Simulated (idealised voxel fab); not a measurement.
Documented hereafter: the process module known as voxel spacer lines.
Cross-sectional view cut (width: 245 nm; square cell size: 5 nm).
Cross-section = grid of square cells, listed top down in bands; band = one or more rows. Band: top and bottom heights (nm) first, top before bottom; then materials from left to right, widths in nm. "everywhere" marks a sole material filling the band edge to edge. "blank" denotes empty space. Height 0 is the level under which the wafer as received is all one material. The lowest band goes on downwards, as in "0 down". Width: "30 to 40" (first number = top row, second number = bottom row, same change from row to row of cells). "nothing was modified" means the step left every cell of the cross-section as it was. Enclosed voids (no open way to top), threshold 8 cells or more, entry "Trapped void list", notation width x height at distance, distance from left edge, nm. Anything after a step's settings on that line? It's the simulator's own note about the step. Steps that use a mask can have "overlay nm" on their line. It says how far the mask sat to the right of where it was meant to be. Negative means to the left.

So here's the lineup of process steps we planned:
1. RECEIVE (material Si)
2. CONFORMAL_DEP (material Al2O3; thk nm 10)
3. DIRECTIONAL_DEP (material SiN; thk nm 20)
4. DIRECTIONAL_DEP (material aC; thk nm 20)
5. PATTERN (tone cover; mask id MANDREL; material resist; width nm 25; pitch nm 70; thk nm 30; overlay nm 0)
6. DIRECTIONAL_ETCH (etch materials aC; depth nm 20)
7. STRIP (etch materials resist)
8. CONFORMAL_DEP (material SiO2; thk nm 10)
9. DIRECTIONAL_ETCH (etch materials SiO2; depth nm 10)
10. STRIP (etch materials aC)
11. DIRECTIONAL_ETCH (etch materials SiN; depth nm 20)
12. STRIP (etch materials SiO2)

The first of a set of two wafers, run to plan:

As-received state of the wafer in cross-section, equivalent to post-step 1:
* 0 down: Si everywhere
* Trapped void list: none

You're looking at a cross-section of the wafer after step 2:
* 10 to 0: Al2O3 everywhere
* below 0: unchanged

You're looking at a cross-section of the wafer after step 3:
* 30 to 10: SiN everywhere
* below 10: unchanged

You're looking at a cross-section of the wafer after step 4:
* 50 to 30: aC everywhere
* below 30: unchanged

You're looking at a cross-section of the wafer after step 5:
* 80 to 50: blank 75 nm / resist 25 nm / blank 45 nm / resist 25 nm / blank 75 nm
* below 50: unchanged

You're looking at a cross-section of the wafer after step 6:
* 60 to 50: blank 75 nm / resist 25 nm / blank 45 nm / resist 25 nm / blank 75 nm
* 50 to 30: blank 75 nm / aC 25 nm / blank 45 nm / aC 25 nm / blank 75 nm
* below 30: unchanged

You're looking at a cross-section of the wafer after step 7:
* 50 to 30: blank 75 nm / aC 25 nm / blank 45 nm / aC 25 nm / blank 75 nm
* below 30: unchanged

You're looking at a cross-section of the wafer after step 8:
* 60 to 50: blank 65 nm / SiO2 45 nm / blank 25 nm / SiO2 45 nm / blank 65 nm
* 50 to 40: blank 65 nm / SiO2 10 nm / aC 25 nm / SiO2 10 nm / blank 25 nm / SiO2 10 nm / aC 25 nm / SiO2 10 nm / blank 65 nm
* 40 to 30: SiO2 75 nm / aC 25 nm / SiO2 45 nm / aC 25 nm / SiO2 75 nm
* below 30: unchanged

You're looking at a cross-section of the wafer after step 9:
* 50 to 30: blank 65 nm / SiO2 10 nm / aC 25 nm / SiO2 10 nm / blank 25 nm / SiO2 10 nm / aC 25 nm / SiO2 10 nm / blank 65 nm
* below 30: unchanged

You're looking at a cross-section of the wafer after step 10:
* 50 to 30: blank 65 nm / SiO2 10 nm / blank 25 nm / SiO2 10 nm / blank 25 nm / SiO2 10 nm / blank 25 nm / SiO2 10 nm / blank 65 nm
* below 30: unchanged

You're looking at a cross-section of the wafer after step 11:
* 50 to 30: blank 65 nm / SiO2 10 nm / blank 25 nm / SiO2 10 nm / blank 25 nm / SiO2 10 nm / blank 25 nm / SiO2 10 nm / blank 65 nm
* 30 to 10: blank 65 nm / SiN 10 nm / blank 25 nm / SiN 10 nm / blank 25 nm / SiN 10 nm / blank 25 nm / SiN 10 nm / blank 65 nm
* below 10: unchanged

You're looking at a cross-section of the wafer after step 12:
* 30 to 10: blank 65 nm / SiN 10 nm / blank 25 nm / SiN 10 nm / blank 25 nm / SiN 10 nm / blank 25 nm / SiN 10 nm / blank 65 nm
* below 10: unchanged

The Second Wafer: Common Origin and Plan, One Mistake in Execution, Identical to the First Through Step 1:

Second wafer cross-section, taken as of the time the plan sets for step 2 to be done:
* 20 to 0: SiN everywhere
* below 0: unchanged

Second wafer cross-section, taken as of the time the plan sets for step 3 to be done:
* 30 to 20: Al2O3 everywhere
* below 20: unchanged

Second wafer cross-section, taken as of the time the plan sets for step 4 to be done:
* 50 to 30: aC everywhere
* below 30: unchanged

Second wafer cross-section, taken as of the time the plan sets for step 5 to be done:
* 80 to 50: blank 75 nm / resist 25 nm / blank 45 nm / resist 25 nm / blank 75 nm
* below 50: unchanged

Second wafer cross-section, taken as of the time the plan sets for step 6 to be done:
* 60 to 50: blank 75 nm / resist 25 nm / blank 45 nm / resist 25 nm / blank 75 nm
* 50 to 30: blank 75 nm / aC 25 nm / blank 45 nm / aC 25 nm / blank 75 nm
* below 30: unchanged

Second wafer cross-section, taken as of the time the plan sets for step 7 to be done:
* 50 to 30: blank 75 nm / aC 25 nm / blank 45 nm / aC 25 nm / blank 75 nm
* below 30: unchanged

Second wafer cross-section, taken as of the time the plan sets for step 8 to be done:
* 60 to 50: blank 65 nm / SiO2 45 nm / blank 25 nm / SiO2 45 nm / blank 65 nm
* 50 to 40: blank 65 nm / SiO2 10 nm / aC 25 nm / SiO2 10 nm / blank 25 nm / SiO2 10 nm / aC 25 nm / SiO2 10 nm / blank 65 nm
* 40 to 30: SiO2 75 nm / aC 25 nm / SiO2 45 nm / aC 25 nm / SiO2 75 nm
* below 30: unchanged

Second wafer cross-section, taken as of the time the plan sets for step 9 to be done:
* 50 to 30: blank 65 nm / SiO2 10 nm / aC 25 nm / SiO2 10 nm / blank 25 nm / SiO2 10 nm / aC 25 nm / SiO2 10 nm / blank 65 nm
* below 30: unchanged

Second wafer cross-section, taken as of the time the plan sets for step 10 to be done:
* 50 to 30: blank 65 nm / SiO2 10 nm / blank 25 nm / SiO2 10 nm / blank 25 nm / SiO2 10 nm / blank 25 nm / SiO2 10 nm / blank 65 nm
* below 30: unchanged

Second wafer cross-section, taken as of the time the plan sets for step 11 to be done: nothing was modified

Second wafer cross-section, taken as of the time the plan sets for step 12 to be done:
* 30 to 20: Al2O3 everywhere
* below 20: unchanged
Short version of what went wrong: transposition of steps 2 and 3 relative to the planned sequence
Wrapping up, a cell-based count of both wafers puts the second over or under the first for these materials: SiN +164
